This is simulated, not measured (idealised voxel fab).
The name of this process module is voxel capacitor over wiring.
The cross-section on display is named cut; it measures 230 nm wide, and its cells are 5 nm squares.
A cross-section is written here as square cells arranged in a grid, and it is given in bands from the top down, each band taking up one or more rows of cells. Each band's line starts with the height of the band's top and of its bottom, in nm. Then come its materials from left to right, each with its width in nm. One material with "everywhere" fills the band from edge to edge. "empty" is empty space. The level at which height equals 0 is the one under which the wafer, as it arrives, is entirely one material. No lower edge exists for the bottom band, which continues downward and is notated as in "top 0, no bottom". Read "30 to 40" as a graded width: first number on top, second number at the bottom, same change between each pair of neighbouring rows. "same as before" -> step changed no cross-section cell. Basically, "Closed void entries" tells you about the enclosed voids: empty spaces with no open way to the top, 8 cells or bigger, each written width x height at distance, where distance is from the left edge, all in nm. after a step's settings: what the simulator itself notes on the step. For masked steps, "overlay nm" on the step line gives how far right of plan the mask actually lay; a minus sign means it lay to the left.
Planned step list for the process
1 RECEIVE (material Si)
2 CONFORMAL_DEP (material SiO2; thk nm 10)
3 CONFORMAL_DEP (material SiN; thk nm 5)
4 DIRECTIONAL_DEP (material lowk; thk nm 15)
5 PATTERN (tone open; mask id METAL_1; material resist; width nm 20; pitch nm 80; thk nm 20; overlay nm 0)
6 DIRECTIONAL_ETCH (etch materials lowk; depth nm 15)
7 DIRECTIONAL_ETCH (etch materials SiN; depth nm 5)
8 STRIP (etch materials resist)
9 CONFORMAL_DEP (material TiN; thk nm 5)
10 FILL_DEP (material W; thk nm 10)
11 CMP (height nm 30)
12 CONFORMAL_DEP (material SiCN; thk nm 5)
13 DIRECTIONAL_DEP (material SiO2; thk nm 15)
14 MASKED_ETCH (tone open; mask id PLUG_1; width nm 15; etch materials SiO2; depth nm 15; overlay nm 0)
15 MASKED_ETCH (tone open; mask id PLUG_1; width nm 15; etch materials SiCN; depth nm 5; overlay nm 0)
16 CONFORMAL_DEP (material TiN; thk nm 5)
17 FILL_DEP (material Ru; thk nm 10)
18 CMP (height nm 50)
19 DIRECTIONAL_DEP (material TiN; thk nm 5)
20 DIRECTIONAL_DEP (material Al2O3; thk nm 5)
21 DIRECTIONAL_DEP (material TiN; thk nm 5)
22 MASKED_ETCH (tone cover; mask id UPPER_PLATE; width nm 65; etch materials TiN; depth nm 5; overlay nm 0)
23 MASKED_ETCH (tone cover; mask id UPPER_PLATE; width nm 65; etch materials Al2O3; depth nm 5; overlay nm 0)
24 PATTERN (tone cover; mask id LOWER_PLATE; material resist; width nm 75; thk nm 20; overlay nm 0)
25 DIRECTIONAL_ETCH (etch materials TiN; depth nm 5)
26 STRIP (etch materials resist)
27 FILL_DEP (material SiO2; thk nm 15)
28 CMP (height nm 75)
29 MASKED_ETCH (tone open; mask id PLUG_2; width nm 15; etch materials SiO2; depth nm 10; overlay nm 0)
30 CONFORMAL_DEP (material TiN; thk nm 5)
31 FILL_DEP (material Ru; thk nm 10)
32 CMP (height nm 75)
33 CONFORMAL_DEP (material SiN; thk nm 5)
First of two wafers, with the run carried out as planned
Cross-section of the wafer as it came to us, i.e., already through step 1
top 0, no bottom | Si everywhere
Closed void entries: none
So this is the wafer cross-section right after step 2
top 10, bottom 0 | SiO2 everywhere
Anything lower than 0 is untouched.
So this is the wafer cross-section right after step 3
top 15, bottom 10 | SiN everywhere
Anything lower than 10 is untouched.
So this is the wafer cross-section right after step 4
top 30, bottom 15 | lowk everywhere
Anything lower than 15 is untouched.
So this is the wafer cross-section right after step 5
top 50, bottom 30 | 65 of resist, 20 of empty, 60 of resist, 20 of empty, 65 of resist
Anything lower than 30 is untouched.
So this is the wafer cross-section right after step 6
top 50, bottom 30 | 65 of resist, 20 of empty, 60 of resist, 20 of empty, 65 of resist
top 30, bottom 15 | 65 of lowk, 20 of empty, 60 of lowk, 20 of empty, 65 of lowk
Anything lower than 15 is untouched.
So this is the wafer cross-section right after step 7
top 50, bottom 30 | 65 of resist, 20 of empty, 60 of resist, 20 of empty, 65 of resist
top 30, bottom 15 | 65 of lowk, 20 of empty, 60 of lowk, 20 of empty, 65 of lowk
top 15, bottom 10 | 65 of SiN, 20 of empty, 60 of SiN, 20 of empty, 65 of SiN
Anything lower than 10 is untouched.
So this is the wafer cross-section right after step 8
top 30, bottom 15 | 65 of lowk, 20 of empty, 60 of lowk, 20 of empty, 65 of lowk
Anything lower than 15 is untouched.
So this is the wafer cross-section right after step 9
top 35, bottom 30 | 70 of TiN, 10 of empty, 70 of TiN, 10 of empty, 70 of TiN
top 30, bottom 15 | 65 of lowk, 5 of TiN, 10 of empty, 5 of TiN, 60 of lowk, 5 of TiN, 10 of empty, 5 of TiN, 65 of lowk
top 15, bottom 10 | 65 of SiN, 20 of TiN, 60 of SiN, 20 of TiN, 65 of SiN
Anything lower than 10 is untouched.
So this is the wafer cross-section right after step 10
top 45, bottom 35 | W everywhere
top 35, bottom 30 | 70 of TiN, 10 of W, 70 of TiN, 10 of W, 70 of TiN
top 30, bottom 15 | 65 of lowk, 5 of TiN, 10 of W, 5 of TiN, 60 of lowk, 5 of TiN, 10 of W, 5 of TiN, 65 of lowk
Anything lower than 15 is untouched.
So this is the wafer cross-section right after step 11
top 30, bottom 15 | 65 of lowk, 5 of TiN, 10 of W, 5 of TiN, 60 of lowk, 5 of TiN, 10 of W, 5 of TiN, 65 of lowk
Anything lower than 15 is untouched.
So this is the wafer cross-section right after step 12
top 35, bottom 30 | SiCN everywhere
Anything lower than 30 is untouched.
So this is the wafer cross-section right after step 13
top 50, bottom 35 | SiO2 everywhere
Anything lower than 35 is untouched.
So this is the wafer cross-section right after step 14
top 50, bottom 35 | 70 of SiO2, 15 of empty, 145 of SiO2
Anything lower than 35 is untouched.
So this is the wafer cross-section right after step 15
top 50, bottom 35 | 70 of SiO2, 15 of empty, 145 of SiO2
top 35, bottom 30 | 70 of SiCN, 15 of empty, 145 of SiCN
Anything lower than 30 is untouched.
So this is the wafer cross-section right after step 16
top 55, bottom 50 | 75 of TiN, 5 of empty, 150 of TiN
top 50, bottom 35 | 70 of SiO2, 5 of TiN, 5 of empty, 5 of TiN, 145 of SiO2
top 35, bottom 30 | 70 of SiCN, 15 of TiN, 145 of SiCN
Anything lower than 30 is untouched.
So this is the wafer cross-section right after step 17
top 65, bottom 55 | Ru everywhere
top 55, bottom 50 | 75 of TiN, 5 of Ru, 150 of TiN
top 50, bottom 35 | 70 of SiO2, 5 of TiN, 5 of Ru, 5 of TiN, 145 of SiO2
Anything lower than 35 is untouched.
So this is the wafer cross-section right after step 18
top 50, bottom 35 | 70 of SiO2, 5 of TiN, 5 of Ru, 5 of TiN, 145 of SiO2
Anything lower than 35 is untouched.
So this is the wafer cross-section right after step 19
top 55, bottom 50 | TiN everywhere
Anything lower than 50 is untouched.
So this is the wafer cross-section right after step 20
top 60, bottom 55 | Al2O3 everywhere
Anything lower than 55 is untouched.
So this is the wafer cross-section right after step 21
top 65, bottom 60 | TiN everywhere
Anything lower than 60 is untouched.
So this is the wafer cross-section right after step 22
top 65, bottom 60 | 70 of empty, 65 of TiN, 95 of empty
Anything lower than 60 is untouched.
So this is the wafer cross-section right after step 23
top 65, bottom 60 | 70 of empty, 65 of TiN, 95 of empty
top 60, bottom 55 | 70 of empty, 65 of Al2O3, 95 of empty
Anything lower than 55 is untouched.
So this is the wafer cross-section right after step 24
top 85, bottom 65 | 65 of empty, 75 of resist, 90 of empty
top 65, bottom 60 | 65 of empty, 5 of resist, 65 of TiN, 5 of resist, 90 of empty
top 60, bottom 55 | 65 of empty, 5 of resist, 65 of Al2O3, 5 of resist, 90 of empty
Anything lower than 55 is untouched.
So this is the wafer cross-section right after step 25
top 85, bottom 65 | 65 of empty, 75 of resist, 90 of empty
top 65, bottom 60 | 65 of empty, 5 of resist, 65 of TiN, 5 of resist, 90 of empty
top 60, bottom 55 | 65 of empty, 5 of resist, 65 of Al2O3, 5 of resist, 90 of empty
top 55, bottom 50 | 65 of empty, 75 of TiN, 90 of empty
Anything lower than 50 is untouched.
So this is the wafer cross-section right after step 26
top 65, bottom 60 | 70 of empty, 65 of TiN, 95 of empty
top 60, bottom 55 | 70 of empty, 65 of Al2O3, 95 of empty
Anything lower than 55 is untouched.
So this is the wafer cross-section right after step 27
top 80, bottom 65 | SiO2 everywhere
top 65, bottom 60 | 70 of SiO2, 65 of TiN, 95 of SiO2
top 60, bottom 55 | 70 of SiO2, 65 of Al2O3, 95 of SiO2
top 55, bottom 50 | 65 of SiO2, 75 of TiN, 90 of SiO2
Anything lower than 50 is untouched.
So this is the wafer cross-section right after step 28
top 75, bottom 65 | SiO2 everywhere
Anything lower than 65 is untouched.
So this is the wafer cross-section right after step 29
top 75, bottom 65 | 80 of SiO2, 15 of empty, 135 of SiO2
Anything lower than 65 is untouched.
So this is the wafer cross-section right after step 30
top 80, bottom 75 | 85 of TiN, 5 of empty, 140 of TiN
top 75, bottom 70 | 80 of SiO2, 5 of TiN, 5 of empty, 5 of TiN, 135 of SiO2
top 70, bottom 60 | 80 to 70 of SiO2, 15 to 65 of TiN, 135 to 95 of SiO2
Anything lower than 60 is untouched.
So this is the wafer cross-section right after step 31
top 90, bottom 80 | Ru everywhere
top 80, bottom 75 | 85 of TiN, 5 of Ru, 140 of TiN
top 75, bottom 70 | 80 of SiO2, 5 of TiN, 5 of Ru, 5 of TiN, 135 of SiO2
Anything lower than 70 is untouched.
So this is the wafer cross-section right after step 32
top 75, bottom 70 | 80 of SiO2, 5 of TiN, 5 of Ru, 5 of TiN, 135 of SiO2
Anything lower than 70 is untouched.
So this is the wafer cross-section right after step 33
top 80, bottom 75 | SiN everywhere
Anything lower than 75 is untouched.
For the second wafer, take the first wafer's start and plan, then add one mistake made in running it; everything through step 2, that step included, is shared with the first
Planned end of step 3: second wafer, cross-section: same as before
Planned end of step 4: second wafer, cross-section
top 25, bottom 10 | lowk everywhere
Anything lower than 10 is untouched.
Planned end of step 5: second wafer, cross-section
top 45, bottom 25 | 65 of resist, 20 of empty, 60 of resist, 20 of empty, 65 of resist
Anything lower than 25 is untouched.
Planned end of step 6: second wafer, cross-section
top 45, bottom 25 | 65 of resist, 20 of empty, 60 of resist, 20 of empty, 65 of resist
top 25, bottom 10 | 65 of lowk, 20 of empty, 60 of lowk, 20 of empty, 65 of lowk
Anything lower than 10 is untouched.
Planned end of step 7: second wafer, cross-section: same as before
Planned end of step 8: second wafer, cross-section
top 25, bottom 10 | 65 of lowk, 20 of empty, 60 of lowk, 20 of empty, 65 of lowk
Anything lower than 10 is untouched.
Planned end of step 9: second wafer, cross-section
top 30, bottom 25 | 70 of TiN, 10 of empty, 70 of TiN, 10 of empty, 70 of TiN
top 25, bottom 15 | 65 of lowk, 5 of TiN, 10 of empty, 5 of TiN, 60 of lowk, 5 of TiN, 10 of empty, 5 of TiN, 65 of lowk
top 15, bottom 10 | 65 of lowk, 20 of TiN, 60 of lowk, 20 of TiN, 65 of lowk
Anything lower than 10 is untouched.
Planned end of step 10: second wafer, cross-section
top 40, bottom 30 | W everywhere
top 30, bottom 25 | 70 of TiN, 10 of W, 70 of TiN, 10 of W, 70 of TiN
top 25, bottom 15 | 65 of lowk, 5 of TiN, 10 of W, 5 of TiN, 60 of lowk, 5 of TiN, 10 of W, 5 of TiN, 65 of lowk
Anything lower than 15 is untouched.
Planned end of step 11: second wafer, cross-section
top 30, bottom 25 | 70 of TiN, 10 of W, 70 of TiN, 10 of W, 70 of TiN
Anything lower than 25 is untouched.
Planned end of step 12: second wafer, cross-section
top 35, bottom 30 | SiCN everywhere
Anything lower than 30 is untouched.
Planned end of step 13: second wafer, cross-section
top 50, bottom 35 | SiO2 everywhere
Anything lower than 35 is untouched.
Planned end of step 14: second wafer, cross-section
top 50, bottom 35 | 70 of SiO2, 15 of empty, 145 of SiO2
Anything lower than 35 is untouched.
Planned end of step 15: second wafer, cross-section
top 50, bottom 35 | 70 of SiO2, 15 of empty, 145 of SiO2
top 35, bottom 30 | 70 of SiCN, 15 of empty, 145 of SiCN
Anything lower than 30 is untouched.
Planned end of step 16: second wafer, cross-section
top 55, bottom 50 | 75 of TiN, 5 of empty, 150 of TiN
top 50, bottom 35 | 70 of SiO2, 5 of TiN, 5 of empty, 5 of TiN, 145 of SiO2
top 35, bottom 30 | 70 of SiCN, 15 of TiN, 145 of SiCN
Anything lower than 30 is untouched.
Planned end of step 17: second wafer, cross-section
top 65, bottom 55 | Ru everywhere
top 55, bottom 50 | 75 of TiN, 5 of Ru, 150 of TiN
top 50, bottom 35 | 70 of SiO2, 5 of TiN, 5 of Ru, 5 of TiN, 145 of SiO2
Anything lower than 35 is untouched.
Planned end of step 18: second wafer, cross-section
top 50, bottom 35 | 70 of SiO2, 5 of TiN, 5 of Ru, 5 of TiN, 145 of SiO2
Anything lower than 35 is untouched.
Planned end of step 19: second wafer, cross-section
top 55, bottom 50 | TiN everywhere
Anything lower than 50 is untouched.
Planned end of step 20: second wafer, cross-section
top 60, bottom 55 | Al2O3 everywhere
Anything lower than 55 is untouched.
Planned end of step 21: second wafer, cross-section
top 65, bottom 60 | TiN everywhere
Anything lower than 60 is untouched.
Planned end of step 22: second wafer, cross-section
top 65, bottom 60 | 70 of empty, 65 of TiN, 95 of empty
Anything lower than 60 is untouched.
Planned end of step 23: second wafer, cross-section
top 65, bottom 60 | 70 of empty, 65 of TiN, 95 of empty
top 60, bottom 55 | 70 of empty, 65 of Al2O3, 95 of empty
Anything lower than 55 is untouched.
Planned end of step 24: second wafer, cross-section
top 85, bottom 65 | 65 of empty, 75 of resist, 90 of empty
top 65, bottom 60 | 65 of empty, 5 of resist, 65 of TiN, 5 of resist, 90 of empty
top 60, bottom 55 | 65 of empty, 5 of resist, 65 of Al2O3, 5 of resist, 90 of empty
Anything lower than 55 is untouched.
Planned end of step 25: second wafer, cross-section
top 85, bottom 65 | 65 of empty, 75 of resist, 90 of empty
top 65, bottom 60 | 65 of empty, 5 of resist, 65 of TiN, 5 of resist, 90 of empty
top 60, bottom 55 | 65 of empty, 5 of resist, 65 of Al2O3, 5 of resist, 90 of empty
top 55, bottom 50 | 65 of empty, 75 of TiN, 90 of empty
Anything lower than 50 is untouched.
Planned end of step 26: second wafer, cross-section
top 65, bottom 60 | 70 of empty, 65 of TiN, 95 of empty
top 60, bottom 55 | 70 of empty, 65 of Al2O3, 95 of empty
Anything lower than 55 is untouched.
Planned end of step 27: second wafer, cross-section
top 80, bottom 65 | SiO2 everywhere
top 65, bottom 60 | 70 of SiO2, 65 of TiN, 95 of SiO2
top 60, bottom 55 | 70 of SiO2, 65 of Al2O3, 95 of SiO2
top 55, bottom 50 | 65 of SiO2, 75 of TiN, 90 of SiO2
Anything lower than 50 is untouched.
Planned end of step 28: second wafer, cross-section
top 75, bottom 65 | SiO2 everywhere
Anything lower than 65 is untouched.
Planned end of step 29: second wafer, cross-section
top 75, bottom 65 | 80 of SiO2, 15 of empty, 135 of SiO2
Anything lower than 65 is untouched.
Planned end of step 30: second wafer, cross-section
top 80, bottom 75 | 85 of TiN, 5 of empty, 140 of TiN
top 75, bottom 70 | 80 of SiO2, 5 of TiN, 5 of empty, 5 of TiN, 135 of SiO2
top 70, bottom 60 | 80 to 70 of SiO2, 15 to 65 of TiN, 135 to 95 of SiO2
Anything lower than 60 is untouched.
Planned end of step 31: second wafer, cross-section
top 90, bottom 80 | Ru everywhere
top 80, bottom 75 | 85 of TiN, 5 of Ru, 140 of TiN
top 75, bottom 70 | 80 of SiO2, 5 of TiN, 5 of Ru, 5 of TiN, 135 of SiO2
Anything lower than 70 is untouched.
Planned end of step 32: second wafer, cross-section
top 75, bottom 70 | 80 of SiO2, 5 of TiN, 5 of Ru, 5 of TiN, 135 of SiO2
Anything lower than 70 is untouched.
Planned end of step 33: second wafer, cross-section
top 80, bottom 75 | SiN everywhere
Anything lower than 75 is untouched.
In executing the process, a mistake was made relative to the plan: plan step 3: skipped, not run
Per the end-of-run cell counts, the second wafer holds more or fewer of some materials than the first: SiN -38; TiN +38
